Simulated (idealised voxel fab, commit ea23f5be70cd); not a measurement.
Name of the process module below: voxel fin reveal
Shown is cross-section cut, with a width of 295 nm and square cells of size 5 nm.
Cross-section layout: square cells on a grid; listed as bands, top to bottom; a band spans one or more cell rows.
Basically the band line says how high the top is and how high the bottom is, in nm, and then what's in it from left to right, every material with its width in nm. Empty space shows up as "blank", and if a single material carries "everywhere" it runs the full band edge to edge.
Height reference: 0 = level under which incoming wafer is all one material. Lowest band: no bottom, runs on downward, e.g. "0 -> down".
Width spec "30..40" -> top row of cells at first value, bottom row at second value, equal per-row change in between.
"nothing got changed" (step): cross-section cells unchanged, all of them.
Fully closed voids: empty space of 8 cells or more with no open way to the top, each as width x height at its distance from the left edge, in nm
Where a step's line continues beyond its settings, the continuation is a remark by the simulator itself on that step.
"overlay nm" on a masked step: distance the mask lay right of its planned place, negative for left.

The steps planned for the process are as follows
1) RECEIVE,material Si
2) CONFORMAL_DEP,material SiN,thk nm 5
3) MASKED_ETCH,tone cover,mask id FINS,width nm 15,pitch nm 45,etch materials SiN,depth nm 5,overlay nm 0
4) MASKED_ETCH,tone cover,mask id FINS,width nm 15,pitch nm 45,etch materials Si,depth nm 30,overlay nm 0
5) OXIDIZE,depth nm 5
6) FILL_DEP,material SiO2,thk nm 5
7) CMP,height nm 5
8) SELECTIVE_ETCH,etch materials SiO2,depth nm 25
9) STRIP,etch materials SiN

Delivered wafer in cross-section: state after step 1
0 -> down  Si everywhere
Fully closed voids: none

This is how the wafer looks in cross-section once the module is done, given the starting state and plan above and one mistake in carrying the plan out
0 -> -20  95 nm blank  15 nm Si  30 nm blank  15 nm Si  30 nm blank  15 nm Si  95 nm blank
-20 -> -35  95 nm SiO2  15 nm Si  30 nm SiO2  15 nm Si  30 nm SiO2  15 nm Si  95 nm SiO2
-35 -> down  Si everywhere
Fully closed voids: none
Heads up, the wafer didn't run the way we planned it: rather than as planned, step 3 actually ran as MASKED_ETCH,tone cover,mask id FINS,width nm 25,pitch nm 45,etch materials SiN,depth nm 5,overlay nm 0
